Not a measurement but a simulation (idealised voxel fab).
process module | voxel capacitor over wiring
cross-section cut | 270 nm wide | cells 5 nm
A cross-section is a grid of square cells, given in bands from the top down. A band is one or more rows of cells.
Each band's line starts with the height of the band's top and of its bottom, in nm. Then come its materials from left to right, each with its width in nm. One material with "throughout" fills the band from edge to edge. "air" is empty space.
Height 0 is the level under which the wafer as received is all one material. The lowest band goes on downwards, as in "0 down".
A width such as "30 to 40" changes by the same amount from each row of cells to the next, from the band's top row to its bottom row.
"no change" after a step means that no cell of the cross-section changed.
closed voids: empty space of 8 cells or more with no open way to the top, each as width x height at its distance from the left edge, in nm
after a step's settings: what the simulator itself notes on the step
overlay nm, on a step with a mask: how far to the right of its planned place the mask lay; to the left if negative
plan
1 op RECEIVE | material Si
2 op CONFORMAL_DEP | material SiO2 | thk nm 10
3 op DIRECTIONAL_DEP | material TiN | thk nm 5
4 op DIRECTIONAL_DEP | material W | thk nm 15
5 op MASKED_ETCH | tone cover | mask id METAL_1 | width nm 25 | pitch nm 95 | etch materials W | depth nm 15 | overlay nm 0
6 op MASKED_ETCH | tone cover | mask id METAL_1 | width nm 25 | pitch nm 95 | etch materials TiN | depth nm 5 | overlay nm 0
7 op CONFORMAL_DEP | material SiCN | thk nm 5
8 op FILL_DEP | material lowk | thk nm 10
9 op CMP | height nm 30
10 op CONFORMAL_DEP | material SiCN | thk nm 5
11 op DIRECTIONAL_DEP | material SiO2 | thk nm 10
12 op DIRECTIONAL_DEP | material aC | thk nm 15
13 op PATTERN | tone open | mask id PLUG_1 | material resist | width nm 15 | thk nm 30 | overlay nm 0
14 op DIRECTIONAL_ETCH | etch materials aC | depth nm 15
15 op STRIP | etch materials resist
16 op DIRECTIONAL_ETCH | etch materials SiO2 | depth nm 10
17 op DIRECTIONAL_ETCH | etch materials SiCN | depth nm 5
18 op STRIP | etch materials aC
19 op EPI | material Ru | thk nm 10
20 op EPI | material Ru | thk nm 5
21 op DIRECTIONAL_DEP | material TiN | thk nm 10
22 op DIRECTIONAL_DEP | material HfO2 | thk nm 5
23 op DIRECTIONAL_DEP | material TiN | thk nm 5
24 op MASKED_ETCH | tone cover | mask id UPPER_PLATE | width nm 75 | etch materials TiN | depth nm 5 | overlay nm 0
25 op MASKED_ETCH | tone cover | mask id UPPER_PLATE | width nm 75 | etch materials HfO2 | depth nm 5 | overlay nm 0
26 op DIRECTIONAL_DEP | material aC | thk nm 10
27 op PATTERN | tone cover | mask id LOWER_PLATE | material resist | width nm 85 | thk nm 25 | overlay nm 0
28 op DIRECTIONAL_ETCH | etch materials aC | depth nm 10
29 op STRIP | etch materials resist
30 op DIRECTIONAL_ETCH | etch materials TiN | depth nm 10
31 op STRIP | etch materials aC
32 op FILL_DEP | material SiO2 | thk nm 20
33 op CMP | height nm 80
34 op PATTERN | tone open | mask id PLUG_2 | material resist | width nm 15 | thk nm 20 | overlay nm 0
35 op DIRECTIONAL_ETCH | etch materials SiO2 | depth nm 15
36 op STRIP | etch materials resist
37 op CONFORMAL_DEP | material TiN | thk nm 5
38 op FILL_DEP | material W | thk nm 10
39 op CMP | height nm 80
40 op CONFORMAL_DEP | material SiN | thk nm 5
as received, after step 1
  0 down: Si throughout
  closed voids: none
first wafer at the end, as planned
  85 to 80: SiN throughout
  80 to 70: SiO2 95 | TiN 5 | W 5 | TiN 5 | SiO2 160
  70 to 60: SiO2 95 to 85 | TiN 15 to 75 | SiO2 160 to 110
  60 to 55: SiO2 85 | HfO2 75 | SiO2 110
  55 to 45: SiO2 80 | TiN 85 | SiO2 105
  45 to 35: SiO2 85 | Ru 15 | SiO2 170
  35 to 30: SiCN 85 | Ru 15 | SiCN 170
  30 to 15: lowk 70 | SiCN 5 | W 25 | SiCN 5 | lowk 60 | SiCN 5 | W 25 | SiCN 5 | lowk 70
  15 to 10: SiCN 75 | TiN 25 | SiCN 70 | TiN 25 | SiCN 75
  10 to 0: SiO2 throughout
  0 down: Si throughout
  closed voids: none
second wafer at the end: like start, like plan, one mistake
  85 to 80: SiN throughout
  80 to 70: SiO2 95 | TiN 5 | W 5 | TiN 5 | SiO2 160
  70 to 65: SiO2 95 | TiN 15 | SiO2 160
  65 to 60: SiO2 85 | TiN 15 | SiO2 55 | TiN 5 | SiO2 110
  60 to 55: SiO2 85 | HfO2 15 | SiO2 55 | HfO2 5 | SiO2 110
  55 to 50: SiO2 80 | TiN 20 | SiO2 55 | TiN 10 | SiO2 105
  50 to 45: SiO2 80 | TiN 85 | SiO2 105
  45 to 40: SiO2 60 | Ru 25 | SiO2 15 | HfO2 55 | Ru 55 | SiO2 60
  40 to 35: SiO2 60 | Ru 25 | SiO2 15 | TiN 55 | Ru 55 | SiO2 60
  35 to 30: SiO2 60 | Ru 25 | SiCN 15 | TiN 55 | Ru 55 | SiO2 60
  30 to 15: lowk 70 | SiCN 5 | W 25 | SiCN 5 | lowk 60 | SiCN 5 | W 25 | SiCN 5 | lowk 70
  15 to 10: SiCN 75 | TiN 25 | SiCN 70 | TiN 25 | SiCN 75
  10 to 0: SiO2 throughout
  0 down: Si throughout
  closed voids: none
what went wrong: step 13 ran as: op PATTERN | tone cover | mask id PLUG_1 | material resist | width nm 15 | thk nm 30 | overlay nm 0
at the end the second wafer has, in cells: 39 more of Ru | 48 fewer of SiCN | 9 more of SiO2
